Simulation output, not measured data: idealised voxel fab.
The document below concerns the process module designated voxel capacitor over wiring.
Square cell edge 5 nm, section width 235 nm, ID cut.
How to read a cross-section here: the picture is a grid of square cells, written as bands going from the top down, and any band can span one or more rows of cells.
Top height, bottom height, nm. Materials left to right, width each, nm. Single material + "all across" = fills band edge to edge. "air" = empty.
Measure heights from 0. That's the level where, below it, the as-received wafer is all one material. The lowest band is bottomless and extends downward; write it as in "z 0 and below".
A width given as "30->40" starts at the first number in the band's top row and ends at the second number in its bottom row, shifting by an equal amount at every step from row to row.
Given "no alterations made" for a step, no cell of the cross-section differs between before and after that step.
"Closed void list" contains a list of empty spaces, each no smaller than 8 cells and without an open way to the top, written in the form width x height at distance with the distance from the left edge and all three in nm.
Anything after a step's settings on that line? It's the simulator's own note about the step.
The optional step-line setting "overlay nm" applies to steps with a mask and quantifies how far to the right of its planned location the mask lay, a negative value indicating leftward placement.

So here's the lineup of process steps we planned
1 RECEIVE,material Si
2 CONFORMAL_DEP,material SiO2,thk nm 10
3 DIRECTIONAL_DEP,material TiN,thk nm 5
4 DIRECTIONAL_DEP,material Ru,thk nm 25
5 DIRECTIONAL_DEP,material aC,thk nm 10
6 PATTERN,tone cover,mask id METAL_1,material resist,width nm 30,pitch nm 90,thk nm 25,overlay nm 0
7 DIRECTIONAL_ETCH,etch materials aC,depth nm 10
8 STRIP,etch materials resist
9 DIRECTIONAL_ETCH,etch materials Ru,depth nm 25
10 DIRECTIONAL_ETCH,etch materials TiN,depth nm 5
11 STRIP,etch materials aC
12 CONFORMAL_DEP,material SiN,thk nm 5
13 FILL_DEP,material SiO2,thk nm 5
14 CMP,height nm 40
15 CONFORMAL_DEP,material SiCN,thk nm 5
16 DIRECTIONAL_DEP,material lowk,thk nm 10
17 DIRECTIONAL_DEP,material aC,thk nm 10
18 PATTERN,tone open,mask id PLUG_1,material resist,width nm 15,thk nm 25,overlay nm 0
19 DIRECTIONAL_ETCH,etch materials aC,depth nm 10
20 STRIP,etch materials resist
21 DIRECTIONAL_ETCH,etch materials lowk,depth nm 10
22 DIRECTIONAL_ETCH,etch materials SiCN,depth nm 5
23 STRIP,etch materials aC
24 EPI,material Ru,thk nm 10
25 EPI,material Ru,thk nm 5
26 DIRECTIONAL_DEP,material TiN,thk nm 10
27 DIRECTIONAL_DEP,material Al2O3,thk nm 5
28 DIRECTIONAL_DEP,material TiN,thk nm 10
29 PATTERN,tone cover,mask id UPPER_PLATE,material resist,width nm 65,thk nm 20,overlay nm 0
30 DIRECTIONAL_ETCH,etch materials TiN,depth nm 10
31 DIRECTIONAL_ETCH,etch materials Al2O3,depth nm 5
32 STRIP,etch materials resist
33 DIRECTIONAL_DEP,material aC,thk nm 15
34 PATTERN,tone cover,mask id LOWER_PLATE,material resist,width nm 75,thk nm 35,overlay nm 0
35 DIRECTIONAL_ETCH,etch materials aC,depth nm 15
36 STRIP,etch materials resist
37 DIRECTIONAL_ETCH,etch materials TiN,depth nm 10
38 STRIP,etch materials aC
39 FILL_DEP,material SiO2,thk nm 15
40 CMP,height nm 90
41 MASKED_ETCH,tone open,mask id PLUG_2,width nm 15,etch materials SiO2,depth nm 10,overlay nm 0
42 CONFORMAL_DEP,material TiN,thk nm 5
43 FILL_DEP,material W,thk nm 5
44 CMP,height nm 90
45 CONFORMAL_DEP,material SiCN,thk nm 5

Here's what the wafer looked like in cross-section when it arrived - that's after step 1
z 0 and below | Si all across
Closed void list: none

This is how the wafer looks in cross-section once the module is done, given the starting state and plan above and one mistake in carrying the plan out
z 95 to 90 | SiCN all across
z 90 to 85 | 80 of SiO2, 5 of TiN, 5 of W, 5 of TiN, 140 of SiO2
z 85 to 80 | 80 of SiO2, 15 of TiN, 140 of SiO2
z 80 to 75 | SiO2 all across
z 75 to 65 | 70 of SiO2, 65 of TiN, 100 of SiO2
z 65 to 55 | 65 of SiO2, 75 of TiN, 95 of SiO2
z 55 to 45 | 70 of lowk, 15 of Ru, 150 of lowk
z 45 to 40 | 70 of SiCN, 15 of Ru, 150 of SiCN
z 40 to 15 | 50 of SiO2, 5 of SiN, 30 of Ru, 5 of SiN, 50 of SiO2, 5 of SiN, 30 of Ru, 5 of SiN, 55 of SiO2
z 15 to 10 | 55 of SiN, 30 of TiN, 60 of SiN, 30 of TiN, 60 of SiN
z 10 to 0 | SiO2 all across
z 0 and below | Si all across
Closed void list: none
Misprocessing identified: the run left out plan step 27 entirely, so it was never executed
